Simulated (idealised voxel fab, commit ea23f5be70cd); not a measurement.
Documented hereafter: the process module known as voxel self aligned contacts.
For reference, the cross-section in this document is cut, with width 230 nm and square cells of 5 nm.
Format of a cross-section: grid, square cells. Given as bands. Order: top down. Band: one or more rows of cells. A band entry consists of two parts. The first gives the height of the band's top and the height of its bottom, in nm. The rest lists the band's materials from left to right, each with its width in nm. A single material labelled with the word "everywhere" fills the band from edge to edge, and the word "blank" marks empty space. Height reference: 0 = level under which incoming wafer is all one material. Lowest band: no bottom, runs on downward, e.g. "0 down". When a width is written as two numbers, as in "30..40", the first number is the width in the top row of cells of the band and the second is the width in its bottom row, and the width changes by the same amount from each row to the next. "nothing was modified" means the step left every cell of the cross-section as it was. Closed empty spaces (no open way to the top) of 8 cells or more are what "Enclosed voids" lists, each as width x height at distance from the left edge, nm for all three. Anything after a step's settings on that line? It's the simulator's own note about the step. "overlay nm", when on a step's line for a step with a mask, measures how far to the right of its planned place the mask lay; a negative measure means to the left.

THE PROCESS STEPS THAT WERE PLANNED ARE LISTED BELOW
1. RECEIVE [material Si]
2. OXIDIZE [depth nm 5]
3. DIRECTIONAL_DEP [material polySi] [thk nm 25]
4. DIRECTIONAL_DEP [material SiN] [thk nm 20]
5. PATTERN [tone cover] [mask id GATE] [material resist] [width nm 35] [pitch nm 70] [thk nm 15] [overlay nm 0]
6. DIRECTIONAL_ETCH [etch materials SiN] [depth nm 20]
7. DIRECTIONAL_ETCH [etch materials polySi] [depth nm 25]
8. STRIP [etch materials resist]
9. CONFORMAL_DEP [material SiN] [thk nm 5]
10. DIRECTIONAL_ETCH [etch materials SiN] [depth nm 5]
11. FILL_DEP [material SiO2] [thk nm 15]
12. CMP [height nm 50]
13. MASKED_ETCH [tone open] [mask id CONTACT] [width nm 55] [etch materials SiO2] [depth nm 55] [overlay nm 0]
14. CONFORMAL_DEP [material TiN] [thk nm 5]
15. FILL_DEP [material Ru] [thk nm 10]
16. CMP [height nm 50]
17. CONFORMAL_DEP [material SiCN] [thk nm 5]

WAFER AS RECEIVED: CROSS-SECTION FOLLOWING STEP 1
0 down | Si everywhere
Enclosed voids: none

CROSS-SECTION, END OF MODULE. START: AS ABOVE. PLAN: AS ABOVE. EXECUTION: ONE MISTAKE
45 to 40 | SiCN everywhere
40 to 25 | SiO2: 55  SiN: 45  TiN: 5  Ru: 15  TiN: 5  SiN: 45  SiO2: 60
25 to 0 | SiO2: 55  SiN: 5  polySi: 35  SiN: 5  TiN: 5  Ru: 15  TiN: 5  SiN: 5  polySi: 35  SiN: 5  SiO2: 60
0 to -5 | SiO2: 100  TiN: 25  SiO2: 105
-5 down | Si everywhere
Enclosed voids: none
Heads up, the wafer didn't run the way we planned it: in deviation from the planned setting, step 16 was conducted as CMP [height nm 40]
